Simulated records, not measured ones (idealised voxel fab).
This section sets out a process module, namely voxel capacitor over wiring.
It is cross-section cut that appears here, measuring 225 nm in width, its square cells being 5 nm in size.
Cross-section layout: square cells on a grid; listed as bands, top to bottom; a band spans one or more cell rows.
Band: top height; bottom height; in nm. Then, left to right: material with width in nm, for each material. "full width": a single material spanning edge to edge. "empty": empty space.
We count height from 0. Below that, the starting wafer is all one material. The lowest band never ends at the bottom but goes on down; see "0..down" for how that is written.
You'd read "30->40" like this: the band's top row of cells is as wide as the first number, its bottom row is as wide as the second, and going down, every row changes width by the same amount as the row before did.
Step marked "no alterations made"? Then no cell in the cross-section changed in it.
Closed empty spaces (no open way to the top) of 8 cells or more are what "Closed void list" lists, each as width x height at distance from the left edge, nm for all three.
On a step's line, text after the settings is the simulator commenting on that step.
overlay nm: how far to the right of its planned place the mask lay on this masked step (negative: to the left).
## Steps in the process plan
- 1: RECEIVE: material Si
- 2: CONFORMAL_DEP: material SiO2, thk nm 10
- 3: DIRECTIONAL_DEP: material TiN, thk nm 5
- 4: DIRECTIONAL_DEP: material Ru, thk nm 15
- 5: DIRECTIONAL_DEP: material aC, thk nm 10
- 6: PATTERN: tone cover, mask id METAL_1, material resist, width nm 30, pitch nm 80, thk nm 25, overlay nm 0
- 7: DIRECTIONAL_ETCH: etch materials aC, depth nm 10
- 8: STRIP: etch materials resist
- 9: DIRECTIONAL_ETCH: etch materials Ru, depth nm 15
- 10: DIRECTIONAL_ETCH: etch materials TiN, depth nm 5
- 11: STRIP: etch materials aC
- 12: CONFORMAL_DEP: material SiCN, thk nm 5
- 13: FILL_DEP: material lowk, thk nm 10
- 14: CMP: height nm 30
- 15: CONFORMAL_DEP: material SiCN, thk nm 5
- 16: DIRECTIONAL_DEP: material SiO2, thk nm 20
- 17: MASKED_ETCH: tone open, mask id PLUG_1, width nm 15, etch materials SiO2, depth nm 20, overlay nm 0
- 18: MASKED_ETCH: tone open, mask id PLUG_1, width nm 15, etch materials SiCN, depth nm 5, overlay nm 0
- 19: EPI: material Ru, thk nm 10
- 20: EPI: material Ru, thk nm 10
- 21: EPI: material Ru, thk nm 5
- 22: DIRECTIONAL_DEP: material TiN, thk nm 10
- 23: DIRECTIONAL_DEP: material Al2O3, thk nm 5
- 24: DIRECTIONAL_DEP: material TiN, thk nm 5
- 25: DIRECTIONAL_DEP: material aC, thk nm 10
- 26: PATTERN: tone cover, mask id UPPER_PLATE, material resist, width nm 55, thk nm 30, overlay nm 0
- 27: DIRECTIONAL_ETCH: etch materials aC, depth nm 10
- 28: STRIP: etch materials resist
- 29: DIRECTIONAL_ETCH: etch materials TiN, depth nm 5
- 30: DIRECTIONAL_ETCH: etch materials Al2O3, depth nm 5
- 31: STRIP: etch materials aC
- 32: PATTERN: tone cover, mask id LOWER_PLATE, material resist, width nm 65, thk nm 15, overlay nm 0
- 33: DIRECTIONAL_ETCH: etch materials TiN, depth nm 10
- 34: STRIP: etch materials resist
- 35: FILL_DEP: material SiO2, thk nm 20
- 36: CMP: height nm 90
- 37: PATTERN: tone open, mask id PLUG_2, material resist, width nm 15, thk nm 20, overlay nm 0
- 38: DIRECTIONAL_ETCH: etch materials SiO2, depth nm 15
- 39: STRIP: etch materials resist
- 40: CONFORMAL_DEP: material TiN, thk nm 5
- 41: FILL_DEP: material Cu, thk nm 10
- 42: CMP: height nm 90
- 43: CONFORMAL_DEP: material SiCN, thk nm 5
## First of two wafers, processed according to plan
## Cross-section of the wafer upon arrival, representing the state reached after step 1
0..down = Si full width
Closed void list: none
## Sectional view: wafer, after step 2
10..0 = SiO2 full width
below 0: unchanged
## Sectional view: wafer, after step 3
15..10 = TiN full width
below 10: unchanged
## Sectional view: wafer, after step 4
30..15 = Ru full width
below 15: unchanged
## Sectional view: wafer, after step 5
40..30 = aC full width
below 30: unchanged
## Sectional view: wafer, after step 6
65..40 = empty 55 nm, then resist 30 nm, then empty 50 nm, then resist 30 nm, then empty 60 nm
below 40: unchanged
## Sectional view: wafer, after step 7
55..40 = empty 55 nm, then resist 30 nm, then empty 50 nm, then resist 30 nm, then empty 60 nm
40..30 = empty 55 nm, then aC 30 nm, then empty 50 nm, then aC 30 nm, then empty 60 nm
below 30: unchanged
## Sectional view: wafer, after step 8
40..30 = empty 55 nm, then aC 30 nm, then empty 50 nm, then aC 30 nm, then empty 60 nm
below 30: unchanged
## Sectional view: wafer, after step 9
40..30 = empty 55 nm, then aC 30 nm, then empty 50 nm, then aC 30 nm, then empty 60 nm
30..15 = empty 55 nm, then Ru 30 nm, then empty 50 nm, then Ru 30 nm, then empty 60 nm
below 15: unchanged
## Sectional view: wafer, after step 10
40..30 = empty 55 nm, then aC 30 nm, then empty 50 nm, then aC 30 nm, then empty 60 nm
30..15 = empty 55 nm, then Ru 30 nm, then empty 50 nm, then Ru 30 nm, then empty 60 nm
15..10 = empty 55 nm, then TiN 30 nm, then empty 50 nm, then TiN 30 nm, then empty 60 nm
below 10: unchanged
## Sectional view: wafer, after step 11
30..15 = empty 55 nm, then Ru 30 nm, then empty 50 nm, then Ru 30 nm, then empty 60 nm
below 15: unchanged
## Sectional view: wafer, after step 12
35..30 = empty 50 nm, then SiCN 40 nm, then empty 40 nm, then SiCN 40 nm, then empty 55 nm
30..15 = empty 50 nm, then SiCN 5 nm, then Ru 30 nm, then SiCN 5 nm, then empty 40 nm, then SiCN 5 nm, then Ru 30 nm, then SiCN 5 nm, then empty 55 nm
15..10 = SiCN 55 nm, then TiN 30 nm, then SiCN 50 nm, then TiN 30 nm, then SiCN 60 nm
below 10: unchanged
## Sectional view: wafer, after step 13
45..35 = lowk full width
35..30 = lowk 50 nm, then SiCN 40 nm, then lowk 40 nm, then SiCN 40 nm, then lowk 55 nm
30..15 = lowk 50 nm, then SiCN 5 nm, then Ru 30 nm, then SiCN 5 nm, then lowk 40 nm, then SiCN 5 nm, then Ru 30 nm, then SiCN 5 nm, then lowk 55 nm
below 15: unchanged
## Sectional view: wafer, after step 14
30..15 = lowk 50 nm, then SiCN 5 nm, then Ru 30 nm, then SiCN 5 nm, then lowk 40 nm, then SiCN 5 nm, then Ru 30 nm, then SiCN 5 nm, then lowk 55 nm
below 15: unchanged
## Sectional view: wafer, after step 15
35..30 = SiCN full width
below 30: unchanged
## Sectional view: wafer, after step 16
55..35 = SiO2 full width
below 35: unchanged
## Sectional view: wafer, after step 17
55..35 = SiO2 70 nm, then empty 15 nm, then SiO2 140 nm
below 35: unchanged
## Sectional view: wafer, after step 18
55..35 = SiO2 70 nm, then empty 15 nm, then SiO2 140 nm
35..30 = SiCN 70 nm, then empty 15 nm, then SiCN 140 nm
below 30: unchanged
## Sectional view: wafer, after step 19
55..40 = SiO2 70 nm, then empty 15 nm, then SiO2 140 nm
40..35 = SiO2 70 nm, then Ru 15 nm, then SiO2 140 nm
35..30 = SiCN 70 nm, then Ru 15 nm, then SiCN 140 nm
below 30: unchanged
## Sectional view: wafer, after step 20
55..50 = SiO2 70 nm, then empty 15 nm, then SiO2 140 nm
50..35 = SiO2 70 nm, then Ru 15 nm, then SiO2 140 nm
below 35: unchanged
## Sectional view: wafer, after step 21
55..35 = SiO2 70 nm, then Ru 15 nm, then SiO2 140 nm
below 35: unchanged
## Sectional view: wafer, after step 22
65..55 = TiN full width
below 55: unchanged
## Sectional view: wafer, after step 23
70..65 = Al2O3 full width
below 65: unchanged
## Sectional view: wafer, after step 24
75..70 = TiN full width
below 70: unchanged
## Sectional view: wafer, after step 25
85..75 = aC full width
below 75: unchanged
## Sectional view: wafer, after step 26
115..85 = empty 70 nm, then resist 55 nm, then empty 100 nm
below 85: unchanged
## Sectional view: wafer, after step 27
105..85 = empty 70 nm, then resist 55 nm, then empty 100 nm
85..75 = empty 70 nm, then aC 55 nm, then empty 100 nm
below 75: unchanged
## Sectional view: wafer, after step 28
85..75 = empty 70 nm, then aC 55 nm, then empty 100 nm
below 75: unchanged
## Sectional view: wafer, after step 29
85..75 = empty 70 nm, then aC 55 nm, then empty 100 nm
75..70 = empty 70 nm, then TiN 55 nm, then empty 100 nm
below 70: unchanged
## Sectional view: wafer, after step 30
85..75 = empty 70 nm, then aC 55 nm, then empty 100 nm
75..70 = empty 70 nm, then TiN 55 nm, then empty 100 nm
70..65 = empty 70 nm, then Al2O3 55 nm, then empty 100 nm
below 65: unchanged
## Sectional view: wafer, after step 31
75..70 = empty 70 nm, then TiN 55 nm, then empty 100 nm
below 70: unchanged
## Sectional view: wafer, after step 32
90..75 = empty 65 nm, then resist 65 nm, then empty 95 nm
75..70 = empty 65 nm, then resist 5 nm, then TiN 55 nm, then resist 5 nm, then empty 95 nm
70..65 = empty 65 nm, then resist 5 nm, then Al2O3 55 nm, then resist 5 nm, then empty 95 nm
below 65: unchanged
## Sectional view: wafer, after step 33
90..75 = empty 65 nm, then resist 65 nm, then empty 95 nm
75..70 = empty 65 nm, then resist 5 nm, then TiN 55 nm, then resist 5 nm, then empty 95 nm
70..65 = empty 65 nm, then resist 5 nm, then Al2O3 55 nm, then resist 5 nm, then empty 95 nm
65..55 = empty 65 nm, then TiN 65 nm, then empty 95 nm
below 55: unchanged
## Sectional view: wafer, after step 34
75..70 = empty 70 nm, then TiN 55 nm, then empty 100 nm
70..65 = empty 70 nm, then Al2O3 55 nm, then empty 100 nm
below 65: unchanged
## Sectional view: wafer, after step 35
95..75 = SiO2 full width
75..70 = SiO2 70 nm, then TiN 55 nm, then SiO2 100 nm
70..65 = SiO2 70 nm, then Al2O3 55 nm, then SiO2 100 nm
65..55 = SiO2 65 nm, then TiN 65 nm, then SiO2 95 nm
below 55: unchanged
## Sectional view: wafer, after step 36
90..75 = SiO2 full width
below 75: unchanged
## Sectional view: wafer, after step 37
110..90 = resist 80 nm, then empty 15 nm, then resist 130 nm
below 90: unchanged
## Sectional view: wafer, after step 38
110..90 = resist 80 nm, then empty 15 nm, then resist 130 nm
90..75 = SiO2 80 nm, then empty 15 nm, then SiO2 130 nm
below 75: unchanged
## Sectional view: wafer, after step 39
90..75 = SiO2 80 nm, then empty 15 nm, then SiO2 130 nm
below 75: unchanged
## Sectional view: wafer, after step 40
95..90 = TiN 85 nm, then empty 5 nm, then TiN 135 nm
90..80 = SiO2 80 nm, then TiN 5 nm, then empty 5 nm, then TiN 5 nm, then SiO2 130 nm
80..70 = SiO2 80->70 nm, then TiN 15->55 nm, then SiO2 130->100 nm
below 70: unchanged
## Sectional view: wafer, after step 41
105..95 = Cu full width
95..90 = TiN 85 nm, then Cu 5 nm, then TiN 135 nm
90..80 = SiO2 80 nm, then TiN 5 nm, then Cu 5 nm, then TiN 5 nm, then SiO2 130 nm
below 80: unchanged
## Sectional view: wafer, after step 42
90..80 = SiO2 80 nm, then TiN 5 nm, then Cu 5 nm, then TiN 5 nm, then SiO2 130 nm
below 80: unchanged
## Sectional view: wafer, after step 43
95..90 = SiCN full width
below 90: unchanged
## Okay, second wafer. Nothing different at the start, nothing different in the plan, just one mistake somewhere in the running. As far as step 42, counting that step, it's the first wafer all over again
## The second wafer in cross-section, at the planned close of step 43
95..90 = TiN full width
below 90: unchanged
Against the plan, the run slipped here: step 43 off recipe, ran as CONFORMAL_DEP: material TiN, thk nm 5
Bottom line after processing is that, in cells, the second wafer is up or down on some materials versus the first: -45 SiCN, +45 TiN
